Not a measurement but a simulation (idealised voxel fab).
The following process module bears the name voxel wiring stack.
Section cut is 275 nm wide and gridded with 5 nm square cells.
Throughout this document, each cross-section is represented as a grid of square cells and is presented as a sequence of bands enumerated from the top downward, where a band comprises one or more rows of cells.
Top height, bottom height, nm. Materials left to right, width each, nm. Single material + "throughout" = fills band edge to edge. "blank" = empty.
Height reference: 0 = level under which incoming wafer is all one material. Lowest band: no bottom, runs on downward, e.g. "0 -> down".
A width such as "30..40" changes by the same amount from each row of cells to the next, from the band's top row to its bottom row.
No cell of the cross-section changed in a step that is given as "nothing different".
"Closed void entries" specifies each empty space that is not open to the top and that occupies no fewer than 8 cells, using the form width x height at distance, the distance measured from the left edge and all three quantities in nm.
That trailing text on a step's line, after the settings, is the simulator's own remark on the step.
overlay nm: step with mask; distance mask lay right of planned place; negative value = left of planned place.

Planned step list for the process
step 1: RECEIVE [material Si]
step 2: CONFORMAL_DEP [material SiO2] [thk nm 15]
step 3: DIRECTIONAL_DEP [material TiN] [thk nm 5]
step 4: DIRECTIONAL_DEP [material Ru] [thk nm 25]
step 5: DIRECTIONAL_DEP [material aC] [thk nm 15]
step 6: PATTERN [tone cover] [mask id METAL_1] [material resist] [width nm 20] [pitch nm 40] [thk nm 30] [overlay nm 0]
step 7: DIRECTIONAL_ETCH [etch materials aC] [depth nm 15]
step 8: STRIP [etch materials resist]
step 9: DIRECTIONAL_ETCH [etch materials Ru] [depth nm 25]
step 10: DIRECTIONAL_ETCH [etch materials TiN] [depth nm 5]
step 11: STRIP [etch materials aC]
step 12: FILL_DEP [material SiO2] [thk nm 5]
step 13: CMP [height nm 45]
step 14: CONFORMAL_DEP [material SiCN] [thk nm 5]
step 15: DIRECTIONAL_DEP [material lowk] [thk nm 30]
step 16: PATTERN [tone open] [mask id METAL_2_HOLES] [material resist] [width nm 15] [pitch nm 80] [thk nm 15] [overlay nm 0]
step 17: DIRECTIONAL_ETCH [etch materials lowk] [depth nm 30]
step 18: STRIP [etch materials resist]
step 19: PATTERN [tone open] [mask id METAL_2] [material resist] [width nm 20] [pitch nm 40] [thk nm 15] [overlay nm 0]
step 20: DIRECTIONAL_ETCH [etch materials lowk] [depth nm 20]
step 21: DIRECTIONAL_ETCH [etch materials SiCN] [depth nm 5]
step 22: STRIP [etch materials resist]
step 23: CONFORMAL_DEP [material TiN] [thk nm 5]
step 24: FILL_DEP [material Ru] [thk nm 5]
step 25: CMP [height nm 80]
step 26: CONFORMAL_DEP [material SiCN] [thk nm 5]
step 27: DIRECTIONAL_DEP [material SiO2] [thk nm 35]
step 28: DIRECTIONAL_DEP [material aC] [thk nm 10]
step 29: PATTERN [tone open] [mask id METAL_3] [material resist] [width nm 20] [pitch nm 40] [thk nm 30] [overlay nm 0]
step 30: DIRECTIONAL_ETCH [etch materials aC] [depth nm 10]
step 31: STRIP [etch materials resist]
step 32: DIRECTIONAL_ETCH [etch materials SiO2] [depth nm 20]
step 33: STRIP [etch materials aC]
step 34: MASKED_ETCH [tone open] [mask id METAL_3_HOLES] [width nm 15] [pitch nm 80] [etch materials SiO2] [depth nm 15] [overlay nm 0]
step 35: MASKED_ETCH [tone open] [mask id METAL_3_HOLES] [width nm 15] [pitch nm 80] [etch materials SiCN] [depth nm 5] [overlay nm 0]
step 36: CONFORMAL_DEP [material TiN] [thk nm 5]
step 37: FILL_DEP [material Cu] [thk nm 10]
step 38: CMP [height nm 120]
step 39: CONFORMAL_DEP [material SiN] [thk nm 5]

As-received wafer cross-section (after step 1)
  0 -> down  Si throughout
  Closed void entries: none

Cross-sectional view of the first of the two wafers upon completion of the module, processed in accordance with the plan
  125 -> 120  SiN throughout
  120 -> 105  SiO2 65 nm  TiN 5 nm  Cu 10 nm  TiN 5 nm  SiO2 20 nm  TiN 5 nm  Cu 10 nm  TiN 5 nm  SiO2 20 nm  TiN 5 nm  Cu 10 nm  TiN 5 nm  SiO2 20 nm  TiN 5 nm  Cu 10 nm  TiN 5 nm  SiO2 70 nm
  105 -> 100  SiO2 65 nm  TiN 5 nm  Cu 5 nm  TiN 10 nm  SiO2 20 nm  TiN 20 nm  SiO2 20 nm  TiN 5 nm  Cu 5 nm  TiN 10 nm  SiO2 20 nm  TiN 20 nm  SiO2 70 nm
  100 -> 85  SiO2 65 nm  TiN 5 nm  Cu 5 nm  TiN 5 nm  SiO2 65 nm  TiN 5 nm  Cu 5 nm  TiN 5 nm  SiO2 115 nm
  85 -> 80  SiCN 65 nm  TiN 15 nm  SiCN 65 nm  TiN 15 nm  SiCN 115 nm
  80 -> 65  lowk 65 nm  TiN 5 nm  Ru 10 nm  TiN 5 nm  lowk 20 nm  TiN 5 nm  Ru 10 nm  TiN 5 nm  lowk 20 nm  TiN 5 nm  Ru 10 nm  TiN 5 nm  lowk 20 nm  TiN 5 nm  Ru 10 nm  TiN 5 nm  lowk 70 nm
  65 -> 60  lowk 65 nm  TiN 5 nm  Ru 5 nm  TiN 10 nm  lowk 20 nm  TiN 20 nm  lowk 20 nm  TiN 5 nm  Ru 5 nm  TiN 10 nm  lowk 20 nm  TiN 20 nm  lowk 70 nm
  60 -> 50  lowk 65 nm  TiN 5 nm  Ru 5 nm  TiN 5 nm  lowk 65 nm  TiN 5 nm  Ru 5 nm  TiN 5 nm  lowk 115 nm
  50 -> 45  SiCN 65 nm  TiN 15 nm  SiCN 65 nm  TiN 15 nm  SiCN 115 nm
  45 -> 20  SiO2 65 nm  Ru 20 nm  SiO2 20 nm  Ru 20 nm  SiO2 20 nm  Ru 20 nm  SiO2 20 nm  Ru 20 nm  SiO2 70 nm
  20 -> 15  SiO2 65 nm  TiN 20 nm  SiO2 20 nm  TiN 20 nm  SiO2 20 nm  TiN 20 nm  SiO2 20 nm  TiN 20 nm  SiO2 70 nm
  15 -> 0  SiO2 throughout
  0 -> down  Si throughout
  Closed void entries: none

End-of-module cross-section of the second wafer: identical starting point and process plan to the first, with one processing mistake
  125 -> 120  SiN throughout
  120 -> 115  SiO2 65 nm  TiN 5 nm  Cu 10 nm  TiN 5 nm  SiO2 20 nm  TiN 5 nm  Cu 10 nm  TiN 5 nm  SiO2 20 nm  TiN 5 nm  Cu 10 nm  TiN 5 nm  SiO2 20 nm  TiN 5 nm  Cu 10 nm  TiN 5 nm  SiO2 70 nm
  115 -> 110  SiO2 65 nm  TiN 5 nm  Cu 5 nm  TiN 10 nm  SiO2 20 nm  TiN 20 nm  SiO2 20 nm  TiN 5 nm  Cu 5 nm  TiN 10 nm  SiO2 20 nm  TiN 20 nm  SiO2 70 nm
  110 -> 95  SiO2 65 nm  TiN 5 nm  Cu 5 nm  TiN 5 nm  SiO2 65 nm  TiN 5 nm  Cu 5 nm  TiN 5 nm  SiO2 115 nm
  95 -> 90  SiCN 65 nm  TiN 15 nm  SiCN 65 nm  TiN 15 nm  SiCN 115 nm
  90 -> 80  SiCN throughout
  80 -> 65  lowk 65 nm  TiN 5 nm  Ru 10 nm  TiN 5 nm  lowk 20 nm  TiN 5 nm  Ru 10 nm  TiN 5 nm  lowk 20 nm  TiN 5 nm  Ru 10 nm  TiN 5 nm  lowk 20 nm  TiN 5 nm  Ru 10 nm  TiN 5 nm  lowk 70 nm
  65 -> 60  lowk 65 nm  TiN 5 nm  Ru 5 nm  TiN 10 nm  lowk 20 nm  TiN 20 nm  lowk 20 nm  TiN 5 nm  Ru 5 nm  TiN 10 nm  lowk 20 nm  TiN 20 nm  lowk 70 nm
  60 -> 50  lowk 65 nm  TiN 5 nm  Ru 5 nm  TiN 5 nm  lowk 65 nm  TiN 5 nm  Ru 5 nm  TiN 5 nm  lowk 115 nm
  50 -> 45  SiCN 65 nm  TiN 15 nm  SiCN 65 nm  TiN 15 nm  SiCN 115 nm
  45 -> 20  SiO2 65 nm  Ru 20 nm  SiO2 20 nm  Ru 20 nm  SiO2 20 nm  Ru 20 nm  SiO2 20 nm  Ru 20 nm  SiO2 70 nm
  20 -> 15  SiO2 65 nm  TiN 20 nm  SiO2 20 nm  TiN 20 nm  SiO2 20 nm  TiN 20 nm  SiO2 20 nm  TiN 20 nm  SiO2 70 nm
  15 -> 0  SiO2 throughout
  0 -> down  Si throughout
  Closed void entries: none
Which mistake was made when the wafer was run? step 26 went in with a setting other than planned; the actual run was CONFORMAL_DEP [material SiCN] [thk nm 15]
Count the cells at the end and the second wafer has more or fewer of some materials than the first: 16 fewer of Cu | 110 more of SiCN | 78 fewer of SiO2 | 16 fewer of TiN
